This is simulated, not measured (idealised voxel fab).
Name of the process module below: voxel self aligned contacts
Xsec cut, 170 nm wide, square cell size 5 nm.
Bands, listed from the top down, are how a cross-section gets written in this document; the cross-section itself is a grid of square cells, and a band is one or more rows of them.
It is stipulated that each band's entry specify, in nanometres, the height of the top of the band and then that of its bottom, followed by the materials of the band in left-to-right sequence, each together with its width in nanometres. A single material marked by the word "everywhere" is understood to fill the band from edge to edge; the word "air" is understood to denote empty space.
Heights from 0 (as-received wafer is one material below). Bottom band endless downward, as "0 -> down".
A width such as "30..40" changes by the same amount from each row of cells to the next, from the band's top row to its bottom row.
No cell of the cross-section changed in a step that is given as "no alteration".
Any empty space of 8 cells or more lacking an open way to the top shows up in "Listed closed voids" as width x height at distance, distance from the left edge, in nm.
Where a step's line continues beyond its settings, the continuation is a remark by the simulator itself on that step.
overlay nm: for a step with a mask, the amount by which the mask lay right of where it was planned; a negative amount means left of it.
The following list gives the planned process steps:
| 1 | op RECEIVE | material Si |
| 2 | op CONFORMAL_DEP | material SiO2 | thk nm 5 |
| 3 | op DIRECTIONAL_DEP | material polySi | thk nm 25 |
| 4 | op DIRECTIONAL_DEP | material SiN | thk nm 20 |
| 5 | op PATTERN | tone cover | mask id GATE | material resist | width nm 35 | pitch nm 70 | thk nm 15 | overlay nm 0 |
| 6 | op DIRECTIONAL_ETCH | etch materials SiN | depth nm 20 |
| 7 | op DIRECTIONAL_ETCH | etch materials polySi | depth nm 25 |
| 8 | op STRIP | etch materials resist |
| 9 | op CONFORMAL_DEP | material SiN | thk nm 10 |
| 10 | op DIRECTIONAL_ETCH | etch materials SiN | depth nm 10 |
| 11 | op FILL_DEP | material SiO2 | thk nm 20 |
| 12 | op CMP | height nm 60 |
| 13 | op PATTERN | tone open | mask id CONTACT | material resist | width nm 55 | thk nm 15 | overlay nm 0 |
| 14 | op DIRECTIONAL_ETCH | etch materials SiO2 | depth nm 60 |
| 15 | op STRIP | etch materials resist |
| 16 | op CONFORMAL_DEP | material TiN | thk nm 5 |
| 17 | op FILL_DEP | material Ru | thk nm 10 |
| 18 | op CMP | height nm 60 |
| 19 | op CONFORMAL_DEP | material SiCN | thk nm 5 |
Wafer at receipt (post step 1), cross-section:
  0 -> down  Si everywhere
  Listed closed voids: none
Here's the wafer cut in cross-section after the module, started and planned just like above, except one thing was done wrong in the run:
  65 -> 60  SiCN everywhere
  60 -> 50  SiO2 (55), then TiN (5..25), then Ru (45..5), then TiN (5..25), then SiO2 (60)
  50 -> 35  SiO2 (20), then SiN (55), then TiN (5), then Ru (5), then TiN (5), then SiN (55), then SiO2 (25)
  35 -> 30  SiO2 (20), then SiN (55), then TiN (15), then SiN (55), then SiO2 (25)
  30 -> 5  TiN everywhere
  5 -> 0  SiO2 everywhere
  0 -> down  Si everywhere
  Listed closed voids: none
Finding, execution versus plan: the process deviated at step 3: the operation and settings actually run there were op DIRECTIONAL_DEP | material TiN | thk nm 25
